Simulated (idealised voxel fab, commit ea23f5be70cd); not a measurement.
Documented hereafter: the process module known as voxel lift off.
Xsec cut, 155 nm wide, square cell size 5 nm.
Cross-sections here: square-cell grids, written as top-down lists of bands, a band being one or more rows of cells.
It is stipulated that each band's entry specify, in nanometres, the height of the top of the band and then that of its bottom, followed by the materials of the band in left-to-right sequence, each together with its width in nanometres. A single material marked by the word "all across" is understood to fill the band from edge to edge; the word "air" is understood to denote empty space.
All heights in this document are referenced to 0, defined as the level beneath which the wafer, as received, consists entirely of one material. The lowest band is not bounded below; it extends indefinitely downward and is written in the form "0 down".
A width given as "30->40" starts at the first number in the band's top row and ends at the second number in its bottom row, shifting by an equal amount at every step from row to row.
The designation "stayed the same", where it is given for a processing step, indicates that no cell of the cross-section was altered in the course of that step.
Each empty space that has no open way to the top and spans at least 8 cells appears under "Entrapped voids" as width x height at distance, the distance counted from the left edge, all in nm.
Whatever follows a step's settings on its line is a remark the simulator itself makes about that step.
The optional step-line setting "overlay nm" applies to steps with a mask and quantifies how far to the right of its planned location the mask lay, a negative value indicating leftward placement.
List of planned process steps
1,op RECEIVE | material Si
2,op CONFORMAL_DEP | material SiO2 | thk nm 15
3,op PATTERN | tone open | mask id LINES | material resist | width nm 20 | pitch nm 50 | thk nm 30 | overlay nm 0
4,op DIRECTIONAL_DEP | material Ru | thk nm 15
5,op STRIP | etch materials resist
6,op CONFORMAL_DEP | material SiCN | thk nm 10
Received-state cross-section, reflecting completion of step 1
> 0 down = Si all across
> Entrapped voids: none
Below is the wafer in cross-section after the module was completed. It began from the starting point shown above and followed the plan shown above, except that one mistake was made while running it
> 40 to 30 = SiCN all across
> 30 to 15 = Ru: 15 / SiCN: 20 / Ru: 30 / SiCN: 20 / Ru: 30 / SiCN: 20 / Ru: 20
> 15 to 0 = SiO2 all across
> 0 down = Si all across
> Entrapped voids: none
What was done differently from what was planned? step 3 changed vs plan, executed as op PATTERN | tone cover | mask id LINES | material resist | width nm 20 | pitch nm 50 | thk nm 30 | overlay nm 0
